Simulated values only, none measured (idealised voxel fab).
Module name: voxel double patterning (process module)
The figure presents cross-section cut, which has a width of 210 nm and is divided into square cells with an edge length of 5 nm.
A cross-section is written here as square cells arranged in a grid, and it is given in bands from the top down, each band taking up one or more rows of cells.
The band entry comprises the height of the band's top followed by the height of its bottom, expressed in nm, and subsequently the band's materials from left to right, each stated together with its width in nm. Where a single material is marked with the word "everywhere", that material fills the band from edge to edge. The word "empty" represents empty space.
Heads up on the height convention: 0 is the point under which the incoming wafer is all one material, and the lowest band has no bottom, it just keeps going down, like "0..down".
Top row gets the first number, bottom row gets the second, and each row in between changes by the same step: that is how a band width like "30->40" works.
It should be understood that the words "no alteration", when stated for a given step, signify that the cross-section underwent no change in any of its cells during that step.
Entry "Sealed void list" = empty spaces >= 8 cells with no open way to the top; each as width x height at distance, distance from left edge, all nm.
Heads up: the bit after the settings on a step's line is the simulator's remark on that step.
The optional step-line setting "overlay nm" applies to steps with a mask and quantifies how far to the right of its planned location the mask lay, a negative value indicating leftward placement.
List of planned process steps
1. RECEIVE: material Si
2. CONFORMAL_DEP: material SiO2, thk nm 10
3. DIRECTIONAL_DEP: material polySi, thk nm 10
4. DIRECTIONAL_DEP: material SiCN, thk nm 5
5. DIRECTIONAL_DEP: material aC, thk nm 10
6. PATTERN: tone open, mask id FIRST, material resist, width nm 15, pitch nm 50, thk nm 30, overlay nm 0
7. DIRECTIONAL_ETCH: etch materials aC, depth nm 10
8. STRIP: etch materials resist
9. DIRECTIONAL_ETCH: etch materials SiCN, depth nm 5
10. STRIP: etch materials aC
11. MASKED_ETCH: tone open, mask id SECOND, width nm 15, pitch nm 50, etch materials SiCN, depth nm 5, overlay nm 0
12. DIRECTIONAL_ETCH: etch materials polySi, depth nm 10
13. STRIP: etch materials SiCN
As-received state of the wafer in cross-section, equivalent to post-step 1
* 0..down  Si everywhere
* Sealed void list: none
Cross-section: first of two wafers, module finished, run according to plan
* 20..10  polySi 45 nm / empty 15 nm / polySi 10 nm / empty 15 nm / polySi 10 nm / empty 15 nm / polySi 10 nm / empty 15 nm / polySi 10 nm / empty 15 nm / polySi 50 nm
* 10..0  SiO2 everywhere
* 0..down  Si everywhere
* Sealed void list: none
Now the second wafer, cross-sectioned at the end of the module. Nothing different at the start, nothing different in the plan compared with the first, just one mistake when it was actually run
* 20..10  empty 45 nm / polySi 15 nm / empty 35 nm / polySi 15 nm / empty 35 nm / polySi 15 nm / empty 50 nm
* 10..0  SiO2 everywhere
* 0..down  Si everywhere
* Sealed void list: none
Finding, execution versus plan: step 6 was run on a setting that differed from the plan, and what really ran there is PATTERN: tone cover, mask id FIRST, material resist, width nm 15, pitch nm 50, thk nm 30, overlay nm 0
It is noted that, at the conclusion of processing, the second wafer exhibits a higher or lower cell count for certain materials relative to the first: polySi -36
